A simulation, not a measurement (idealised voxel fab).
process module | voxel capacitor over wiring
cross-section cut | 195 nm wide | cells 5 nm
A cross-section is a grid of square cells, given in bands from the top down. A band is one or more rows of cells.
Each band's line starts with the height of the band's top and of its bottom, in nm. Then come its materials from left to right, each with its width in nm. One material with "throughout" fills the band from edge to edge. "air" is empty space.
Height 0 is the level under which the wafer as received is all one material. The lowest band goes on downwards, as in "0 down".
A width such as "30 to 40" changes by the same amount from each row of cells to the next, from the band's top row to its bottom row.
"no change" after a step means that no cell of the cross-section changed.
closed voids: empty space of 8 cells or more with no open way to the top, each as width x height at its distance from the left edge, in nm
after a step's settings: what the simulator itself notes on the step
overlay nm, on a step with a mask: how far to the right of its planned place the mask lay; to the left if negative
plan
1 op RECEIVE | material Si
2 op CONFORMAL_DEP | material SiO2 | thk nm 10
3 op CONFORMAL_DEP | material SiN | thk nm 5
4 op DIRECTIONAL_DEP | material lowk | thk nm 5
5 op PATTERN | tone open | mask id METAL_1 | material resist | width nm 25 | pitch nm 95 | thk nm 20 | overlay nm 0
6 op DIRECTIONAL_ETCH | etch materials lowk | depth nm 15
7 op DIRECTIONAL_ETCH | etch materials SiN | depth nm 5
8 op STRIP | etch materials resist
9 op CONFORMAL_DEP | material TiN | thk nm 5
10 op FILL_DEP | material Cu | thk nm 5
11 op CMP | height nm 30
12 op CONFORMAL_DEP | material SiCN | thk nm 5
13 op DIRECTIONAL_DEP | material SiO2 | thk nm 15
14 op MASKED_ETCH | tone open | mask id PLUG_1 | width nm 15 | etch materials SiO2 | depth nm 15 | overlay nm 0
15 op MASKED_ETCH | tone open | mask id PLUG_1 | width nm 15 | etch materials SiCN | depth nm 5 | overlay nm 0
16 op CONFORMAL_DEP | material TiN | thk nm 5
17 op FILL_DEP | material Cu | thk nm 5
18 op CMP | height nm 50
19 op DIRECTIONAL_DEP | material TiN | thk nm 10
20 op DIRECTIONAL_DEP | material HfO2 | thk nm 5
21 op DIRECTIONAL_DEP | material TiN | thk nm 5
22 op DIRECTIONAL_DEP | material aC | thk nm 15
23 op PATTERN | tone cover | mask id UPPER_PLATE | material resist | width nm 75 | thk nm 30 | overlay nm 0
24 op DIRECTIONAL_ETCH | etch materials aC | depth nm 15
25 op STRIP | etch materials resist
26 op DIRECTIONAL_ETCH | etch materials TiN | depth nm 5
27 op DIRECTIONAL_ETCH | etch materials HfO2 | depth nm 5
28 op STRIP | etch materials aC
29 op PATTERN | tone cover | mask id LOWER_PLATE | material resist | width nm 85 | thk nm 15 | overlay nm 0
30 op DIRECTIONAL_ETCH | etch materials TiN | depth nm 10
31 op STRIP | etch materials resist
32 op FILL_DEP | material SiO2 | thk nm 15
33 op CMP | height nm 80
34 op PATTERN | tone open | mask id PLUG_2 | material resist | width nm 15 | thk nm 20 | overlay nm 0
35 op DIRECTIONAL_ETCH | etch materials SiO2 | depth nm 10
36 op STRIP | etch materials resist
37 op CONFORMAL_DEP | material TiN | thk nm 5
38 op FILL_DEP | material W | thk nm 5
39 op CMP | height nm 80
40 op CONFORMAL_DEP | material SiCN | thk nm 5
varied across the wafers: thk nm of step 4. The plan shows the first wafer's value. All wafers start alike
first wafer as received, after step 1
  0 down: Si throughout
  closed voids: none
first wafer at the end, after step 40
  85 to 80: SiCN throughout
  80 to 75: SiO2 55 | TiN 5 | W 5 | TiN 5 | SiO2 125
  75 to 65: SiO2 55 to 45 | TiN 15 to 75 | SiO2 125 to 75
  65 to 60: SiO2 45 | HfO2 75 | SiO2 75
  60 to 50: SiO2 40 | TiN 85 | SiO2 70
  50 to 35: SiO2 45 | TiN 5 | Cu 5 | TiN 5 | SiO2 135
  35 to 30: SiCN 45 | TiN 15 | SiCN 135
  30 to 25: Cu throughout
  25 to 20: TiN 40 | Cu 15 | TiN 80 | Cu 15 | TiN 45
  20 to 15: lowk 35 | TiN 5 | Cu 15 | TiN 5 | lowk 70 | TiN 5 | Cu 15 | TiN 5 | lowk 40
  15 to 10: SiN 35 | TiN 25 | SiN 70 | TiN 25 | SiN 40
  10 to 0: SiO2 throughout
  0 down: Si throughout
  closed voids: none
last wafer at the end
  85 to 80: SiCN throughout
  80 to 75: SiO2 55 | TiN 5 | W 5 | TiN 5 | SiO2 125
  75 to 65: SiO2 55 to 45 | TiN 15 to 75 | SiO2 125 to 75
  65 to 60: SiO2 45 | HfO2 75 | SiO2 75
  60 to 50: SiO2 40 | TiN 85 | SiO2 70
  50 to 35: SiO2 45 | TiN 5 | Cu 5 | TiN 5 | SiO2 135
  35 to 30: SiCN 45 | TiN 15 | SiCN 135
  30 to 15: lowk throughout
  15 to 10: SiN throughout
  10 to 0: SiO2 throughout
  0 down: Si throughout
  closed voids: none
each wafer at the end: cells of each material gained (+) or lost (-) since it was received, then its closed voids
thk nm 5 | +54 Cu | +15 HfO2 | +75 SiCN | +29 SiN | +350 SiO2 | +110 TiN | +1 W | +29 lowk | closed voids: none
thk nm 10 | +21 Cu | +15 HfO2 | +75 SiCN | +29 SiN | +350 SiO2 | +114 TiN | +1 W | +58 lowk | closed voids: none
thk nm 15 | +21 Cu | +15 HfO2 | +75 SiCN | +29 SiN | +350 SiO2 | +85 TiN | +1 W | +87 lowk | closed voids: none
thk nm 20 | +9 Cu | +15 HfO2 | +75 SiCN | +39 SiN | +350 SiO2 | +77 TiN | +1 W | +97 lowk | closed voids: none
thk nm 25 | +3 Cu | +15 HfO2 | +75 SiCN | +39 SiN | +350 SiO2 | +73 TiN | +1 W | +107 lowk | closed voids: none
thk nm 30 | +3 Cu | +15 HfO2 | +75 SiCN | +39 SiN | +350 SiO2 | +63 TiN | +1 W | +117 lowk | closed voids: none
